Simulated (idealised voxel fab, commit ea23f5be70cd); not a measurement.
You're looking at the process module voxel trench capacitor.
Section cut is 275 nm wide and gridded with 5 nm square cells.
When this document writes out a cross-section, it uses a grid of square cells and lists it as bands, beginning at the top and moving down, with a band standing for one or more rows of cells.
Basically the band line says how high the top is and how high the bottom is, in nm, and then what's in it from left to right, every material with its width in nm. Empty space shows up as "blank", and if a single material carries "full width" it runs the full band edge to edge.
We count height from 0. Below that, the starting wafer is all one material. The lowest band never ends at the bottom but goes on down; see "0 nm and below" for how that is written.
Width: "30 to 40" (first number = top row, second number = bottom row, same change from row to row of cells).
For the purposes of this document, the phrase "stayed the same" attached to a step denotes that no cell within the cross-section was modified by that step.
Entry "closed voids" = empty spaces >= 8 cells with no open way to the top; each as width x height at distance, distance from left edge, all nm.
Formally, on a step line, whatever follows the settings is a remark that the simulator itself makes on the step.
"overlay nm" on a masked step: distance the mask lay right of its planned place, negative for left.
## The steps planned for the process are as follows
1: RECEIVE,material Si
2: CONFORMAL_DEP,material SiN,thk nm 5
3: MASKED_ETCH,tone open,mask id TRENCH,width nm 20,pitch nm 35,etch materials SiN,depth nm 5,overlay nm 0
4: MASKED_ETCH,tone open,mask id TRENCH,width nm 20,pitch nm 35,etch materials Si,depth nm 40,overlay nm 0
5: CONFORMAL_DEP,material Al2O3,thk nm 5
6: FILL_DEP,material polySi,thk nm 5
7: CMP,height nm 5
## First of the two wafers, run per plan
## So this is the incoming wafer in cross-section - it's already been through step 1
	0 nm and below | Si full width
	closed voids: none
## After step 2, in cross-section
	5 nm to 0 nm | SiN full width
	Rest of section, below 0: as before.
## After step 3, in cross-section
	5 nm to 0 nm | 75 nm SiN | 20 nm blank | 15 nm SiN | 20 nm blank | 15 nm SiN | 20 nm blank | 15 nm SiN | 20 nm blank | 75 nm SiN
	Rest of section, below 0: as before.
## After step 4, in cross-section
	5 nm to 0 nm | 75 nm SiN | 20 nm blank | 15 nm SiN | 20 nm blank | 15 nm SiN | 20 nm blank | 15 nm SiN | 20 nm blank | 75 nm SiN
	0 nm to -40 nm | 75 nm Si | 20 nm blank | 15 nm Si | 20 nm blank | 15 nm Si | 20 nm blank | 15 nm Si | 20 nm blank | 75 nm Si
	Rest of section, below -40: as before.
## After step 5, in cross-section
	10 nm to 5 nm | 80 nm Al2O3 | 10 nm blank | 25 nm Al2O3 | 10 nm blank | 25 nm Al2O3 | 10 nm blank | 25 nm Al2O3 | 10 nm blank | 80 nm Al2O3
	5 nm to 0 nm | 75 nm SiN | 5 nm Al2O3 | 10 nm blank | 5 nm Al2O3 | 15 nm SiN | 5 nm Al2O3 | 10 nm blank | 5 nm Al2O3 | 15 nm SiN | 5 nm Al2O3 | 10 nm blank | 5 nm Al2O3 | 15 nm SiN | 5 nm Al2O3 | 10 nm blank | 5 nm Al2O3 | 75 nm SiN
	0 nm to -35 nm | 75 nm Si | 5 nm Al2O3 | 10 nm blank | 5 nm Al2O3 | 15 nm Si | 5 nm Al2O3 | 10 nm blank | 5 nm Al2O3 | 15 nm Si | 5 nm Al2O3 | 10 nm blank | 5 nm Al2O3 | 15 nm Si | 5 nm Al2O3 | 10 nm blank | 5 nm Al2O3 | 75 nm Si
	-35 nm to -40 nm | 75 nm Si | 20 nm Al2O3 | 15 nm Si | 20 nm Al2O3 | 15 nm Si | 20 nm Al2O3 | 15 nm Si | 20 nm Al2O3 | 75 nm Si
	Rest of section, below -40: as before.
## After step 6, in cross-section
	15 nm to 10 nm | polySi full width
	10 nm to 5 nm | 80 nm Al2O3 | 10 nm polySi | 25 nm Al2O3 | 10 nm polySi | 25 nm Al2O3 | 10 nm polySi | 25 nm Al2O3 | 10 nm polySi | 80 nm Al2O3
	5 nm to 0 nm | 75 nm SiN | 5 nm Al2O3 | 10 nm polySi | 5 nm Al2O3 | 15 nm SiN | 5 nm Al2O3 | 10 nm polySi | 5 nm Al2O3 | 15 nm SiN | 5 nm Al2O3 | 10 nm polySi | 5 nm Al2O3 | 15 nm SiN | 5 nm Al2O3 | 10 nm polySi | 5 nm Al2O3 | 75 nm SiN
	0 nm to -35 nm | 75 nm Si | 5 nm Al2O3 | 10 nm polySi | 5 nm Al2O3 | 15 nm Si | 5 nm Al2O3 | 10 nm polySi | 5 nm Al2O3 | 15 nm Si | 5 nm Al2O3 | 10 nm polySi | 5 nm Al2O3 | 15 nm Si | 5 nm Al2O3 | 10 nm polySi | 5 nm Al2O3 | 75 nm Si
	Rest of section, below -35: as before.
## After step 7, in cross-section
	5 nm to 0 nm | 75 nm SiN | 5 nm Al2O3 | 10 nm polySi | 5 nm Al2O3 | 15 nm SiN | 5 nm Al2O3 | 10 nm polySi | 5 nm Al2O3 | 15 nm SiN | 5 nm Al2O3 | 10 nm polySi | 5 nm Al2O3 | 15 nm SiN | 5 nm Al2O3 | 10 nm polySi | 5 nm Al2O3 | 75 nm SiN
	Rest of section, below 0: as before.
## Notes, second wafer: start = first wafer's, plan = first wafer's, execution had one mistake; history identical to first through step 2
## Cross-section of the second wafer when, according to plan, step 3 should have finished
	5 nm to 0 nm | 75 nm blank | 20 nm SiN | 15 nm blank | 20 nm SiN | 15 nm blank | 20 nm SiN | 15 nm blank | 20 nm SiN | 75 nm blank
	Rest of section, below 0: as before.
Cross-section of the second wafer when, according to plan, step 4 should have finished: stayed the same
## Cross-section of the second wafer when, according to plan, step 5 should have finished
	10 nm to 5 nm | 70 nm blank | 30 nm Al2O3 | 5 nm blank | 30 nm Al2O3 | 5 nm blank | 30 nm Al2O3 | 5 nm blank | 30 nm Al2O3 | 70 nm blank
	5 nm to 0 nm | 75 nm Al2O3 | 20 nm SiN | 15 nm Al2O3 | 20 nm SiN | 15 nm Al2O3 | 20 nm SiN | 15 nm Al2O3 | 20 nm SiN | 75 nm Al2O3
	Rest of section, below 0: as before.
## Cross-section of the second wafer when, according to plan, step 6 should have finished
	15 nm to 10 nm | polySi full width
	10 nm to 5 nm | 70 nm polySi | 30 nm Al2O3 | 5 nm polySi | 30 nm Al2O3 | 5 nm polySi | 30 nm Al2O3 | 5 nm polySi | 30 nm Al2O3 | 70 nm polySi
	Rest of section, below 5: as before.
## Cross-section of the second wafer when, according to plan, step 7 should have finished
	5 nm to 0 nm | 75 nm Al2O3 | 20 nm SiN | 15 nm Al2O3 | 20 nm SiN | 15 nm Al2O3 | 20 nm SiN | 15 nm Al2O3 | 20 nm SiN | 75 nm Al2O3
	Rest of section, below 0: as before.
What was the processing mistake? the process deviated at step 3: the operation and settings actually run there were MASKED_ETCH,tone cover,mask id TRENCH,width nm 20,pitch nm 35,etch materials SiN,depth nm 5,overlay nm 0
End check, counted in cells, second wafer has more or fewer of these materials than the first: 41 fewer of Al2O3, 128 more of Si, 23 fewer of SiN, 64 fewer of polySi
